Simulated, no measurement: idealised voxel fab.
voxel capacitor over wiring: a process module
Cross-sectional view cut (width: 210 nm; square cell size: 5 nm).
How to read a cross-section here: the picture is a grid of square cells, written as bands going from the top down, and any band can span one or more rows of cells. Top, bottom (nm), then materials left to right with widths (nm); lone material tagged "edge to edge" fills the whole band edge to edge; "blank" = empty space. Beneath 0, the wafer as received is one material, and that level is where height counting begins. The lowest band goes on downward without a bottom; it is written like "0 and below". The two numbers in a width such as "30..40" mark its ends across the band: the first belongs to the top row of cells, the second to the bottom row, and from each row to the next the width moves by the same amount. Given "identical to before" for a step, no cell of the cross-section differs between before and after that step. Empty spaces counting at least 8 cells and having no open way to the top are listed in "Enclosed empty spaces". The notation width x height at distance is used for each, the distance being from the left edge and all three values in nm. Read whatever lies past the settings on a step's line as the simulator's own remark about the step. "overlay nm", when on a step's line for a step with a mask, measures how far to the right of its planned place the mask lay; a negative measure means to the left.
## Steps in the process plan
1: RECEIVE, material Si
2: CONFORMAL_DEP, material SiO2, thk nm 10
3: CONFORMAL_DEP, material SiCN, thk nm 5
4: DIRECTIONAL_DEP, material SiO2, thk nm 25
5: PATTERN, tone open, mask id METAL_1, material resist, width nm 25, pitch nm 80, thk nm 20, overlay nm 0
6: DIRECTIONAL_ETCH, etch materials SiO2, depth nm 25
7: DIRECTIONAL_ETCH, etch materials SiCN, depth nm 5
8: STRIP, etch materials resist
9: CONFORMAL_DEP, material TiN, thk nm 5
10: FILL_DEP, material Ru, thk nm 10
11: CMP, height nm 40
12: CONFORMAL_DEP, material SiCN, thk nm 5
13: DIRECTIONAL_DEP, material lowk, thk nm 15
14: PATTERN, tone open, mask id PLUG_1, material resist, width nm 15, thk nm 15, overlay nm 0
15: DIRECTIONAL_ETCH, etch materials lowk, depth nm 15
16: DIRECTIONAL_ETCH, etch materials SiCN, depth nm 5
17: STRIP, etch materials resist
18: EPI, material Ru, thk nm 10
19: EPI, material Ru, thk nm 10
20: DIRECTIONAL_DEP, material TiN, thk nm 10
21: DIRECTIONAL_DEP, material Al2O3, thk nm 5
22: DIRECTIONAL_DEP, material TiN, thk nm 10
23: DIRECTIONAL_DEP, material aC, thk nm 10
24: PATTERN, tone cover, mask id UPPER_PLATE, material resist, width nm 60, thk nm 25, overlay nm 0
25: DIRECTIONAL_ETCH, etch materials aC, depth nm 10
26: STRIP, etch materials resist
27: DIRECTIONAL_ETCH, etch materials TiN, depth nm 10
28: DIRECTIONAL_ETCH, etch materials Al2O3, depth nm 5
29: STRIP, etch materials aC
30: DIRECTIONAL_DEP, material aC, thk nm 15
31: PATTERN, tone cover, mask id LOWER_PLATE, material resist, width nm 70, thk nm 30, overlay nm 0
32: DIRECTIONAL_ETCH, etch materials aC, depth nm 15
33: STRIP, etch materials resist
34: DIRECTIONAL_ETCH, etch materials TiN, depth nm 10
35: STRIP, etch materials aC
36: FILL_DEP, material SiO2, thk nm 15
37: CMP, height nm 95
38: DIRECTIONAL_DEP, material aC, thk nm 10
39: PATTERN, tone open, mask id PLUG_2, material resist, width nm 15, thk nm 25, overlay nm 0
40: DIRECTIONAL_ETCH, etch materials aC, depth nm 10
41: STRIP, etch materials resist
42: DIRECTIONAL_ETCH, etch materials SiO2, depth nm 10
43: STRIP, etch materials aC
44: CONFORMAL_DEP, material TiN, thk nm 5
45: FILL_DEP, material Cu, thk nm 5
46: CMP, height nm 95
47: CONFORMAL_DEP, material SiN, thk nm 5
## So this is the incoming wafer in cross-section - it's already been through step 1
- 0 and below: Si edge to edge
- Enclosed empty spaces: none
## Cross-sectional image of the first of two wafers at the end of the module, the run having proceeded as planned
- 100 down to 95: SiN edge to edge
- 95 down to 90: SiO2=70 | TiN=5 | Cu=5 | TiN=5 | SiO2=125
- 90 down to 85: SiO2=70 | TiN=15 | SiO2=125
- 85 down to 75: SiO2=60 | TiN=60 | SiO2=90
- 75 down to 70: SiO2=60 | Al2O3=60 | SiO2=90
- 70 down to 60: SiO2=55 | TiN=70 | SiO2=85
- 60 down to 45: lowk=60 | Ru=15 | lowk=135
- 45 down to 40: SiCN=60 | Ru=15 | SiCN=135
- 40 down to 15: SiO2=50 | TiN=5 | Ru=15 | TiN=5 | SiO2=55 | TiN=5 | Ru=15 | TiN=5 | SiO2=55
- 15 down to 10: SiCN=50 | TiN=25 | SiCN=55 | TiN=25 | SiCN=55
- 10 down to 0: SiO2 edge to edge
- 0 and below: Si edge to edge
- Enclosed empty spaces: none
## Wafer two (of two), end-of-module cross-section: start = wafer one, plan = wafer one, one run mistake
- 100 down to 95: SiN edge to edge
- 95 down to 90: Cu=65 | TiN=5 | SiO2=15 | TiN=5 | Cu=120
- 90 down to 85: TiN=70 | SiO2=15 | TiN=125
- 85 down to 75: SiO2=60 | TiN=60 | SiO2=90
- 75 down to 70: SiO2=60 | Al2O3=60 | SiO2=90
- 70 down to 60: SiO2=55 | TiN=70 | SiO2=85
- 60 down to 45: lowk=60 | Ru=15 | lowk=135
- 45 down to 40: SiCN=60 | Ru=15 | SiCN=135
- 40 down to 15: SiO2=50 | TiN=5 | Ru=15 | TiN=5 | SiO2=55 | TiN=5 | Ru=15 | TiN=5 | SiO2=55
- 15 down to 10: SiCN=50 | TiN=25 | SiCN=55 | TiN=25 | SiCN=55
- 10 down to 0: SiO2 edge to edge
- 0 and below: Si edge to edge
- Enclosed empty spaces: none
Short version of what went wrong: in deviation from the planned setting, step 39 was conducted as PATTERN, tone cover, mask id PLUG_2, material resist, width nm 15, thk nm 25, overlay nm 0
FYI, end of process, the second wafer has more or fewer cells of some materials than the first: +36 Cu | -72 SiO2 | +36 TiN
